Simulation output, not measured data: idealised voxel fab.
Presented below is a process module, voxel gate over fins.
Section cut is 220 nm wide and gridded with 5 nm square cells.
Throughout this document, each cross-section is represented as a grid of square cells and is presented as a sequence of bands enumerated from the top downward, where a band comprises one or more rows of cells.
Top height, bottom height, nm. Materials left to right, width each, nm. Single material + "edge to edge" = fills band edge to edge. "air" = empty.
Zero point of the height axis is 0; under it, received wafer = one material. Lowest band: continues down indefinitely, "0 nm and below".
When a width is written as two numbers, as in "30..40", the first number is the width in the top row of cells of the band and the second is the width in its bottom row, and the width changes by the same amount from each row to the next.
A step reported as "no modifications" is a step in which no cell of the cross-section changed.
The list in "Sealed void inventory" covers empty spaces of 8 cells or more that cannot reach the top through any open way, and it gives each as width x height at distance; the distance is from the left edge, and width, height and distance are in nm.
On a step's line, text after the settings is the simulator commenting on that step.
overlay nm: mask right of planned place by this much (step with mask). Neg. = left.

The steps planned for the process are as follows
1 RECEIVE with material Si
2 CONFORMAL_DEP with material SiN, thk nm 10
3 PATTERN with tone cover, mask id FINS, material resist, width nm 15, pitch nm 55, thk nm 15, overlay nm 0
4 DIRECTIONAL_ETCH with etch materials SiN, depth nm 10
5 DIRECTIONAL_ETCH with etch materials Si, depth nm 30
6 STRIP with etch materials resist
7 FILL_DEP with material SiO2, thk nm 5
8 CMP with height nm 10
9 PATTERN with tone open, mask id RAIL, material resist, width nm 15, thk nm 20, overlay nm 0
10 DIRECTIONAL_ETCH with etch materials SiO2, depth nm 35
11 STRIP with etch materials resist
12 CONFORMAL_DEP with material TiN, thk nm 5
13 FILL_DEP with material W, thk nm 5
14 CMP with height nm 10
15 SELECTIVE_ETCH with etch materials W Ru TiN, depth nm 30
16 FILL_DEP with material SiO2, thk nm 5
17 CMP with height nm 10
18 SELECTIVE_ETCH with etch materials SiO2, depth nm 20
19 STRIP with etch materials SiN
20 CONFORMAL_DEP with material HfO2, thk nm 5
21 CONFORMAL_DEP with material TiN, thk nm 5
22 FILL_DEP with material W, thk nm 15
23 CMP with height nm 20
24 CONFORMAL_DEP with material SiCN, thk nm 10

Incoming wafer in cross-section (state: after step 1)
* 0 nm and below: Si edge to edge
* Sealed void inventory: none

Starting structure and process plan are as shown above, but one mistake was made in running the module; the wafer cross-section at the end of the module follows
* 30 nm to 20 nm: SiCN edge to edge
* 20 nm to 15 nm: W 60; TiN 35; W 125
* 15 nm to 10 nm: W 60; TiN 5; HfO2 25; TiN 5; W 125
* 10 nm to 5 nm: W 35; TiN 30; HfO2 5; TiN 5; HfO2 5; TiN 5; HfO2 5; TiN 35; W 20; TiN 35; W 40
* 5 nm to 0 nm: W 35; TiN 5; HfO2 30; TiN 5; HfO2 5; TiN 5; HfO2 5; TiN 5; HfO2 25; TiN 5; W 20; TiN 5; HfO2 25; TiN 5; W 40
* 0 nm to -5 nm: TiN 40; HfO2 5; Si 15; HfO2 10; TiN 5; HfO2 5; TiN 5; HfO2 5; TiN 5; HfO2 5; Si 15; HfO2 5; TiN 30; HfO2 5; Si 15; HfO2 5; TiN 45
* -5 nm to -10 nm: HfO2 45; Si 15; HfO2 10; TiN 5; HfO2 5; TiN 5; HfO2 15; Si 15; HfO2 40; Si 15; HfO2 50
* -10 nm to -20 nm: SiO2 45; Si 15; SiO2 10; TiN 5; SiO2 5; TiN 5; SiO2 15; Si 15; SiO2 40; Si 15; SiO2 50
* -20 nm to -25 nm: SiO2 45; Si 15; SiO2 10; TiN 15; SiO2 15; Si 15; SiO2 40; Si 15; SiO2 50
* -25 nm to -30 nm: SiO2 45; Si 15; SiO2 40; Si 15; SiO2 40; Si 15; SiO2 50
* -30 nm and below: Si edge to edge
* Sealed void inventory: none
Misprocessing identified: so step 15 ended up running with a different setting than we planned, it ran as SELECTIVE_ETCH with etch materials W, depth nm 30
